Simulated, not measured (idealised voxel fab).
Process module, titled voxel gate over fins
The cross-section shown here is cut; it is 255 nm wide and divided into square cells measuring 5 nm on a side.
This document writes a cross-section as a grid whose cells are square, and gives it as bands, listed from the top down; one or more rows of cells form a band.
The entry gives the band's vertical extent as a top height and a bottom height in nm, then its horizontal make-up as materials from left to right, each with a width in nm. "air" stands for empty space; a single material marked "everywhere" fills the band edge to edge.
We count height from 0. Below that, the starting wafer is all one material. The lowest band never ends at the bottom but goes on down; see "0 down" for how that is written.
Graded width ("30->40"): value in top row of band = first number; value in bottom row = second number; row-to-row change constant.
The designation "no alterations made", where it is given for a processing step, indicates that no cell of the cross-section was altered in the course of that step.
Each empty space that has no open way to the top and spans at least 8 cells appears under "Closed void inventory" as width x height at distance, the distance counted from the left edge, all in nm.
The remark found on a step's line after its settings is issued by the simulator itself and pertains to that step.
Among the settings permitted on a step's line is "overlay nm"; applied to a step with a mask, it specifies the extent to which the mask lay to the right of its planned position, whereas a negative figure signifies a position to the left.
The process steps that were planned are listed below
| 1 | RECEIVE,material Si |
| 2 | CONFORMAL_DEP,material SiN,thk nm 5 |
| 3 | MASKED_ETCH,tone cover,mask id FINS,width nm 15,pitch nm 45,etch materials SiN,depth nm 5,overlay nm 0 |
| 4 | MASKED_ETCH,tone cover,mask id FINS,width nm 15,pitch nm 45,etch materials Si,depth nm 30,overlay nm 0 |
| 5 | OXIDIZE,depth nm 5 |
| 6 | FILL_DEP,material SiO2,thk nm 5 |
| 7 | CMP,height nm 5 |
| 8 | SELECTIVE_ETCH,etch materials SiO2,depth nm 15 |
| 9 | STRIP,etch materials SiN |
| 10 | CONFORMAL_DEP,material HfO2,thk nm 5 |
| 11 | CONFORMAL_DEP,material TiN,thk nm 5 |
| 12 | FILL_DEP,material W,thk nm 15 |
| 13 | CMP,height nm 20 |
| 14 | CONFORMAL_DEP,material SiN,thk nm 5 |
Received-state cross-section, reflecting completion of step 1
> 0 down = Si everywhere
> Closed void inventory: none
Wafer cross-section at end of module: start and plan as shown above, one execution error
> 25 to 20 = SiN everywhere
> 20 to 10 = W everywhere
> 10 to 5 = 45 W | 25 TiN | 20 W | 25 TiN | 20 W | 25 TiN | 20 W | 25 TiN | 50 W
> 5 to 0 = 45 W | 5 TiN | 15 HfO2 | 5 TiN | 20 W | 5 TiN | 15 HfO2 | 5 TiN | 20 W | 5 TiN | 15 HfO2 | 5 TiN | 20 W | 5 TiN | 15 HfO2 | 5 TiN | 50 W
> 0 to -5 = 50 TiN | 5 HfO2 | 5 Si | 5 HfO2 | 5 TiN | 20 W | 5 TiN | 5 HfO2 | 5 Si | 5 HfO2 | 5 TiN | 20 W | 5 TiN | 5 HfO2 | 5 Si | 5 HfO2 | 5 TiN | 20 W | 5 TiN | 5 HfO2 | 5 Si | 5 HfO2 | 55 TiN
> -5 to -10 = 40 HfO2 | 10 TiN | 5 HfO2 | 5 Si | 5 HfO2 | 30 TiN | 5 HfO2 | 5 Si | 5 HfO2 | 30 TiN | 5 HfO2 | 5 Si | 5 HfO2 | 30 TiN | 5 HfO2 | 5 Si | 5 HfO2 | 10 TiN | 45 HfO2
> -10 to -15 = 35 SiO2 | 20 HfO2 | 5 Si | 40 HfO2 | 5 Si | 40 HfO2 | 5 Si | 40 HfO2 | 5 Si | 20 HfO2 | 40 SiO2
> -15 to -35 = 55 SiO2 | 5 Si | 40 SiO2 | 5 Si | 40 SiO2 | 5 Si | 40 SiO2 | 5 Si | 60 SiO2
> -35 down = Si everywhere
> Closed void inventory: none
Plan not followed: step 8 ran in the slot meant for step 9, and vice versa
